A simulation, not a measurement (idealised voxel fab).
The following is a process module called voxel local oxidation.
It is cross-section cut that appears here, measuring 240 nm in width, its square cells being 5 nm in size.
Think of the cross-section as a grid of square cells. We describe it in bands, top to bottom, and each band covers one or more rows of those cells. Heads up on the band format: heights come first, top then bottom, in nm. After that it's the materials left to right, each with its width in nm. A single material flagged "all across" fills the whole band edge to edge, and "empty" means there's empty space there. Heights from 0 (as-received wafer is one material below). Bottom band endless downward, as "0 and below". Read "30 to 40" as a graded width: first number on top, second number at the bottom, same change between each pair of neighbouring rows. "no change occurred", as given for a step, is the statement that not any cell of the cross-section underwent a change during that step. Voids not open to the top, 8 cells minimum: see "Catalogued sealed voids". Written width x height at distance; distance is from the left edge; nm. If you see something after the settings on a step's line, that's the simulator's own remark about that step. If you see "overlay nm" on a step's line and that step has a mask, it's telling you how far right of where it was planned the mask ended up; a negative number means it went left instead.

BELOW IS THE LIST OF PLANNED PROCESS STEPS
1,RECEIVE with material Si
2,OXIDIZE with depth nm 5
3,CONFORMAL_DEP with material SiN, thk nm 10
4,DIRECTIONAL_DEP with material aC, thk nm 15
5,PATTERN with tone cover, mask id ACTIVE, material resist, width nm 100, thk nm 35, overlay nm 0
6,DIRECTIONAL_ETCH with etch materials aC, depth nm 15
7,STRIP with etch materials resist
8,DIRECTIONAL_ETCH with etch materials SiN, depth nm 10
9,STRIP with etch materials aC
10,SELECTIVE_ETCH with etch materials SiO2, depth nm 5
11,OXIDIZE with depth nm 15
12,STRIP with etch materials SiN

THE FOLLOWING PERTAINS TO THE FIRST OF TWO WAFERS, WHICH WAS PROCESSED AS PLANNED

CROSS-SECTION OF THE WAFER AS IT CAME TO US, I.E., ALREADY THROUGH STEP 1
0 and below | Si all across
Catalogued sealed voids: none

AFTER STEP 2
0 down to -5 | SiO2 all across
For the remainder of the cross-section, below -5, there is no change.

AFTER STEP 3
10 down to 0 | SiN all across
For the remainder of the cross-section, below 0, there is no change.

AFTER STEP 4
25 down to 10 | aC all across
For the remainder of the cross-section, below 10, there is no change.

AFTER STEP 5
60 down to 25 | empty 70 nm / resist 100 nm / empty 70 nm
For the remainder of the cross-section, below 25, there is no change.

AFTER STEP 6
45 down to 25 | empty 70 nm / resist 100 nm / empty 70 nm
25 down to 10 | empty 70 nm / aC 100 nm / empty 70 nm
For the remainder of the cross-section, below 10, there is no change.

AFTER STEP 7
25 down to 10 | empty 70 nm / aC 100 nm / empty 70 nm
For the remainder of the cross-section, below 10, there is no change.

AFTER STEP 8
25 down to 10 | empty 70 nm / aC 100 nm / empty 70 nm
10 down to 0 | empty 70 nm / SiN 100 nm / empty 70 nm
For the remainder of the cross-section, below 0, there is no change.

AFTER STEP 9
10 down to 0 | empty 70 nm / SiN 100 nm / empty 70 nm
For the remainder of the cross-section, below 0, there is no change.

AFTER STEP 10
10 down to 0 | empty 70 nm / SiN 100 nm / empty 70 nm
0 down to -5 | empty 75 nm / SiO2 90 nm / empty 75 nm
For the remainder of the cross-section, below -5, there is no change.

AFTER STEP 11
10 down to 0 | empty 70 nm / SiN 100 nm / empty 70 nm
0 down to -5 | empty 75 nm / SiO2 90 nm / empty 75 nm
-5 down to -20 | SiO2 90 nm / Si 60 nm / SiO2 90 nm
For the remainder of the cross-section, below -20, there is no change.

AFTER STEP 12
0 down to -5 | empty 75 nm / SiO2 90 nm / empty 75 nm
For the remainder of the cross-section, below -5, there is no change.

THE SECOND WAFER: COMMON ORIGIN AND PLAN, ONE MISTAKE IN EXECUTION, IDENTICAL TO THE FIRST THROUGH STEP 6

Here is the second wafer in cross-section at the point where step 7 of the plan should have been done: no change occurred

HERE IS THE SECOND WAFER IN CROSS-SECTION AT THE POINT WHERE STEP 8 OF THE PLAN SHOULD HAVE BEEN DONE
45 down to 25 | empty 70 nm / resist 100 nm / empty 70 nm
25 down to 10 | empty 70 nm / aC 100 nm / empty 70 nm
10 down to 0 | empty 70 nm / SiN 100 nm / empty 70 nm
For the remainder of the cross-section, below 0, there is no change.

HERE IS THE SECOND WAFER IN CROSS-SECTION AT THE POINT WHERE STEP 9 OF THE PLAN SHOULD HAVE BEEN DONE
10 down to 0 | empty 70 nm / SiN 100 nm / empty 70 nm
For the remainder of the cross-section, below 0, there is no change.

HERE IS THE SECOND WAFER IN CROSS-SECTION AT THE POINT WHERE STEP 10 OF THE PLAN SHOULD HAVE BEEN DONE
10 down to 0 | empty 70 nm / SiN 100 nm / empty 70 nm
0 down to -5 | empty 75 nm / SiO2 90 nm / empty 75 nm
For the remainder of the cross-section, below -5, there is no change.

HERE IS THE SECOND WAFER IN CROSS-SECTION AT THE POINT WHERE STEP 11 OF THE PLAN SHOULD HAVE BEEN DONE
10 down to 0 | empty 70 nm / SiN 100 nm / empty 70 nm
0 down to -5 | empty 75 nm / SiO2 90 nm / empty 75 nm
-5 down to -20 | SiO2 90 nm / Si 60 nm / SiO2 90 nm
For the remainder of the cross-section, below -20, there is no change.

HERE IS THE SECOND WAFER IN CROSS-SECTION AT THE POINT WHERE STEP 12 OF THE PLAN SHOULD HAVE BEEN DONE
0 down to -5 | empty 75 nm / SiO2 90 nm / empty 75 nm
For the remainder of the cross-section, below -5, there is no change.
Short version of what went wrong: no execution of plan step 7; skipped
If you compare the two wafers at the end, their cross-sections are the same, so as far as this model is concerned the mistake changes nothing.
